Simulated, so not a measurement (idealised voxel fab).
Proc. module: voxel transistor to metal
For reference, the cross-section in this document is cut, with width 290 nm and square cells of 5 nm.
In this document a cross-section is written as a grid of square cells. It is given as a series of bands, listed from the top down, and a band is one or more rows of cells. Top, bottom (nm), then materials left to right with widths (nm); lone material tagged "throughout" fills the whole band edge to edge; "air" = empty space. All heights in this document are referenced to 0, defined as the level beneath which the wafer, as received, consists entirely of one material. The lowest band is not bounded below; it extends indefinitely downward and is written in the form "0 -> down". Note: "30..40" means the width goes from the first number (top row of the band) to the second number (bottom row) in equal steps per row of cells. When a step is marked "nothing different", none of the cells in the cross-section changed during that step. Voids not open to the top, 8 cells minimum: see "Closed void table". Written width x height at distance; distance is from the left edge; nm. Post-settings text on a step line: simulator's own remark regarding the step. overlay nm: step with mask; distance mask lay right of planned place; negative value = left of planned place.
# Intended process steps
1,RECEIVE,material Si
2,OXIDIZE,depth nm 5
3,CONFORMAL_DEP,material SiN,thk nm 10
4,PATTERN,tone cover,mask id ACTIVE,material resist,width nm 95,pitch nm 115,thk nm 20,overlay nm 0
5,DIRECTIONAL_ETCH,etch materials SiN,depth nm 10
6,DIRECTIONAL_ETCH,etch materials SiO2,depth nm 5
7,DIRECTIONAL_ETCH,etch materials Si,depth nm 35
8,STRIP,etch materials resist
9,FILL_DEP,material SiO2,thk nm 10
10,CMP,height nm 10
11,SELECTIVE_ETCH,etch materials SiO2,depth nm 10
12,STRIP,etch materials SiN
13,SELECTIVE_ETCH,etch materials SiO2,depth nm 5
14,OXIDIZE,depth nm 5
15,DIRECTIONAL_DEP,material polySi,thk nm 30
16,DIRECTIONAL_DEP,material SiCN,thk nm 10
17,DIRECTIONAL_DEP,material aC,thk nm 15
18,PATTERN,tone cover,mask id GATE,material resist,width nm 25,pitch nm 115,thk nm 35,overlay nm 0
19,DIRECTIONAL_ETCH,etch materials aC,depth nm 15
20,STRIP,etch materials resist
21,DIRECTIONAL_ETCH,etch materials SiCN,depth nm 20
22,DIRECTIONAL_ETCH,etch materials polySi,depth nm 40
23,STRIP,etch materials aC
24,CONFORMAL_DEP,material SiO2,thk nm 5
25,DIRECTIONAL_ETCH,etch materials SiO2,depth nm 5
26,CONFORMAL_DEP,material SiN,thk nm 10
27,DIRECTIONAL_ETCH,etch materials SiN,depth nm 10
28,DIRECTIONAL_ETCH,etch materials SiO2,depth nm 5
29,DIRECTIONAL_ETCH,etch materials Si,depth nm 15
30,EPI,material nSi,thk nm 20
31,FILL_DEP,material SiO2,thk nm 10
32,CMP,height nm 25
33,STRIP,etch materials polySi
34,SELECTIVE_ETCH,etch materials SiO2,depth nm 5
35,CONFORMAL_DEP,material HfO2,thk nm 5
36,CONFORMAL_DEP,material TiN,thk nm 5
37,FILL_DEP,material W,thk nm 5
38,CMP,height nm 20
39,DIRECTIONAL_DEP,material SiO2,thk nm 10
40,PATTERN,tone open,mask id CONTACT,material resist,width nm 15,thk nm 15,overlay nm 0
41,DIRECTIONAL_ETCH,etch materials SiO2,depth nm 20
42,STRIP,etch materials resist
43,CONFORMAL_DEP,material TiN,thk nm 5
44,FILL_DEP,material W,thk nm 5
45,CMP,height nm 30
46,CONFORMAL_DEP,material SiN,thk nm 5
47,DIRECTIONAL_DEP,material lowk,thk nm 20
48,MASKED_ETCH,tone open,mask id METAL_1,width nm 15,etch materials lowk,depth nm 20,overlay nm 0
49,MASKED_ETCH,tone open,mask id METAL_1,width nm 15,etch materials SiN,depth nm 5,overlay nm 0
50,CONFORMAL_DEP,material TiN,thk nm 5
51,FILL_DEP,material Ru,thk nm 10
52,CMP,height nm 55
53,CONFORMAL_DEP,material SiCN,thk nm 5
54,DIRECTIONAL_DEP,material lowk,thk nm 25
55,PATTERN,tone open,mask id METAL_2,material resist,width nm 15,pitch nm 115,thk nm 15,overlay nm 0
56,DIRECTIONAL_ETCH,etch materials lowk,depth nm 15
57,STRIP,etch materials resist
58,DIRECTIONAL_DEP,material aC,thk nm 15
59,PATTERN,tone open,mask id METAL_2_HOLES,material resist,width nm 15,pitch nm 115,thk nm 30,overlay nm 0
60,DIRECTIONAL_ETCH,etch materials aC,depth nm 15
61,STRIP,etch materials resist
62,DIRECTIONAL_ETCH,etch materials lowk,depth nm 10
63,DIRECTIONAL_ETCH,etch materials SiCN,depth nm 5
64,STRIP,etch materials aC
65,CONFORMAL_DEP,material TiN,thk nm 5
66,FILL_DEP,material Ru,thk nm 5
67,CMP,height nm 85
68,CONFORMAL_DEP,material SiCN,thk nm 5
# So this is the incoming wafer in cross-section - it's already been through step 1
* 0 -> down: Si throughout
* Closed void table: none
# The following cross-section depicts the wafer upon conclusion of the module. Processing commenced from the starting condition illustrated above and adhered to the plan illustrated above, save for one mistake in execution
* 90 -> 85: SiCN throughout
* 85 -> 60: lowk (45) / TiN (5) / Ru (5) / TiN (5) / lowk (100) / TiN (5) / Ru (5) / TiN (5) / lowk (115)
* 60 -> 55: SiCN (45) / TiN (15) / SiCN (100) / TiN (15) / SiCN (115)
* 55 -> 35: lowk (45) / TiN (5) / Ru (5) / TiN (5) / lowk (55) / TiN (5) / Ru (5) / TiN (5) / lowk (30) / TiN (5) / Ru (5) / TiN (5) / lowk (55) / TiN (5) / Ru (5) / TiN (5) / lowk (45)
* 35 -> 30: SiN (45) / TiN (15) / SiN (55) / TiN (15) / SiN (30) / TiN (15) / SiN (55) / TiN (15) / SiN (45)
* 30 -> 20: SiO2 (45) / TiN (5) / W (5) / TiN (5) / SiO2 (55) / TiN (5) / W (5) / TiN (5) / SiO2 (30) / TiN (5) / W (5) / TiN (5) / SiO2 (55) / TiN (5) / W (5) / TiN (5) / SiO2 (45)
* 20 -> 15: SiO2 (45) / TiN (5) / W (5) / TiN (5) / SiO2 (10) / HfO2 (5) / TiN (5) / W (15) / TiN (5) / HfO2 (5) / SiO2 (10) / TiN (5) / W (5) / TiN (5) / SiO2 (30) / TiN (5) / W (5) / TiN (5) / SiO2 (10) / HfO2 (5) / TiN (5) / W (15) / TiN (5) / HfO2 (5) / SiO2 (10) / TiN (5) / W (5) / TiN (5) / SiO2 (45)
* 15 -> 10: SiO2 (45) / TiN (15) / SiO2 (10) / HfO2 (5) / TiN (5) / W (15) / TiN (5) / HfO2 (5) / SiO2 (10) / TiN (15) / SiO2 (30) / TiN (15) / SiO2 (10) / HfO2 (5) / TiN (5) / W (15) / TiN (5) / HfO2 (5) / SiO2 (10) / TiN (15) / SiO2 (45)
* 10 -> 0: SiO2 (50) / nSi (20) / HfO2 (5) / TiN (5) / W (15) / TiN (5) / HfO2 (5) / nSi (20) / SiO2 (40) / nSi (20) / HfO2 (5) / TiN (5) / W (15) / TiN (5) / HfO2 (5) / nSi (20) / SiO2 (50)
* 0 -> -5: SiO2 (50) / nSi (20) / HfO2 (5) / TiN (25) / HfO2 (5) / nSi (20) / SiO2 (40) / nSi (20) / HfO2 (5) / TiN (25) / HfO2 (5) / nSi (20) / SiO2 (50)
* -5 -> -10: SiO2 (35) / nSi (35) / HfO2 (35) / nSi (35) / SiO2 (10) / nSi (35) / HfO2 (35) / nSi (35) / SiO2 (35)
* -10 -> -25: SiO2 (40) / nSi (30) / Si (35) / nSi (30) / SiO2 (20) / nSi (30) / Si (35) / nSi (30) / SiO2 (40)
* -25 -> -40: SiO2 (40) / Si (95) / SiO2 (20) / Si (95) / SiO2 (40)
* -40 -> down: Si throughout
* Closed void table: none
What was the processing mistake? step 26 of the plan got skipped, so it never ran
